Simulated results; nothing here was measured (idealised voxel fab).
Title: Process Module voxel capacitor over wiring
Section shown: cut. Width: 290 nm. Cell size: 5 nm, square.
Just so we're on the same page, the cross-sections are grids of square cells, and they're listed out in bands top to bottom, each band one or more rows deep.
Within each band entry, the heights of the top and of the bottom of the band appear first, in that order and in nm; the materials of the band then follow from left to right, each with its corresponding width in nm. The designation "full width" on a single material indicates that it fills the band from edge to edge; the designation "empty" indicates empty space.
Note: height 0 marks the level under which the wafer is uniformly one material as received. Lowest band unbounded below, written "0..down".
A width such as "30..40" changes by the same amount from each row of cells to the next, from the band's top row to its bottom row.
Step marked "nothing different"? Then no cell in the cross-section changed in it.
The entry "Unvented internal voids" lists the empty spaces that cover at least 8 cells and have no open path to the top. Each is written as width x height at distance, where the distance is measured from the left edge and all three values are in nm.
What comes after the settings on a step's line is commentary from the simulator itself on that step.
Each step line may optionally specify "overlay nm", which for a step with a mask gives the rightward distance between the mask's planned place and where it lay, a negative value indicating the leftward direction.
**This section lists the process steps that were planned**
1 RECEIVE, material Si
2 CONFORMAL_DEP, material SiO2, thk nm 10
3 CONFORMAL_DEP, material SiCN, thk nm 5
4 DIRECTIONAL_DEP, material SiO2, thk nm 20
5 MASKED_ETCH, tone open, mask id METAL_1, width nm 20, pitch nm 80, etch materials SiO2, depth nm 20, overlay nm 0
6 MASKED_ETCH, tone open, mask id METAL_1, width nm 20, pitch nm 80, etch materials SiCN, depth nm 5, overlay nm 0
7 CONFORMAL_DEP, material TiN, thk nm 5
8 FILL_DEP, material Cu, thk nm 5
9 CMP, height nm 35
10 EPI, material Ru, thk nm 5
11 FILL_DEP, material SiCN, thk nm 5
12 DIRECTIONAL_DEP, material lowk, thk nm 10
13 MASKED_ETCH, tone open, mask id PLUG_1, width nm 15, etch materials lowk, depth nm 10, overlay nm 0
14 MASKED_ETCH, tone open, mask id PLUG_1, width nm 15, etch materials SiCN, depth nm 5, overlay nm 0
15 CONFORMAL_DEP, material TiN, thk nm 5
16 FILL_DEP, material Ru, thk nm 5
17 CMP, height nm 55
18 DIRECTIONAL_DEP, material TiN, thk nm 5
19 DIRECTIONAL_DEP, material Al2O3, thk nm 5
20 DIRECTIONAL_DEP, material TiN, thk nm 5
21 MASKED_ETCH, tone cover, mask id UPPER_PLATE, width nm 65, etch materials TiN, depth nm 5, overlay nm 0
22 MASKED_ETCH, tone cover, mask id UPPER_PLATE, width nm 65, etch materials Al2O3, depth nm 5, overlay nm 0
23 MASKED_ETCH, tone cover, mask id LOWER_PLATE, width nm 75, etch materials TiN, depth nm 5, overlay nm 0
24 FILL_DEP, material SiO2, thk nm 15
25 CMP, height nm 80
26 MASKED_ETCH, tone open, mask id PLUG_2, width nm 15, etch materials SiO2, depth nm 10, overlay nm 0
27 CONFORMAL_DEP, material TiN, thk nm 5
28 FILL_DEP, material Cu, thk nm 5
29 CMP, height nm 80
30 CONFORMAL_DEP, material SiN, thk nm 5
**Incoming wafer in cross-section (state: after step 1)**
> 0..down: Si full width
> Unvented internal voids: none
**Wafer cross-section at end of module: start and plan as shown above, one execution error**
> 85..80: SiN full width
> 80..75: SiO2 (110) | TiN (5) | Cu (5) | TiN (5) | SiO2 (165)
> 75..70: SiO2 (110) | TiN (15) | SiO2 (165)
> 70..65: SiO2 (95) | TiN (5) | SiO2 (65) | TiN (5) | SiO2 (120)
> 65..60: Al2O3 full width
> 60..55: TiN full width
> 55..45: lowk (100) | TiN (5) | Ru (5) | TiN (5) | lowk (175)
> 45..40: SiCN (100) | TiN (15) | SiCN (175)
> 40..35: SiCN (90) | Ru (30) | SiCN (50) | Ru (30) | SiCN (90)
> 35..15: SiO2 (95) | TiN (5) | Cu (10) | TiN (5) | SiO2 (60) | TiN (5) | Cu (10) | TiN (5) | SiO2 (95)
> 15..10: SiCN (95) | TiN (20) | SiCN (60) | TiN (20) | SiCN (95)
> 10..0: SiO2 full width
> 0..down: Si full width
> Unvented internal voids: none
Here's what went sideways: heads up, step 21 didn't go per plan, it actually ran as MASKED_ETCH, tone open, mask id UPPER_PLATE, width nm 65, etch materials TiN, depth nm 5, overlay nm 0
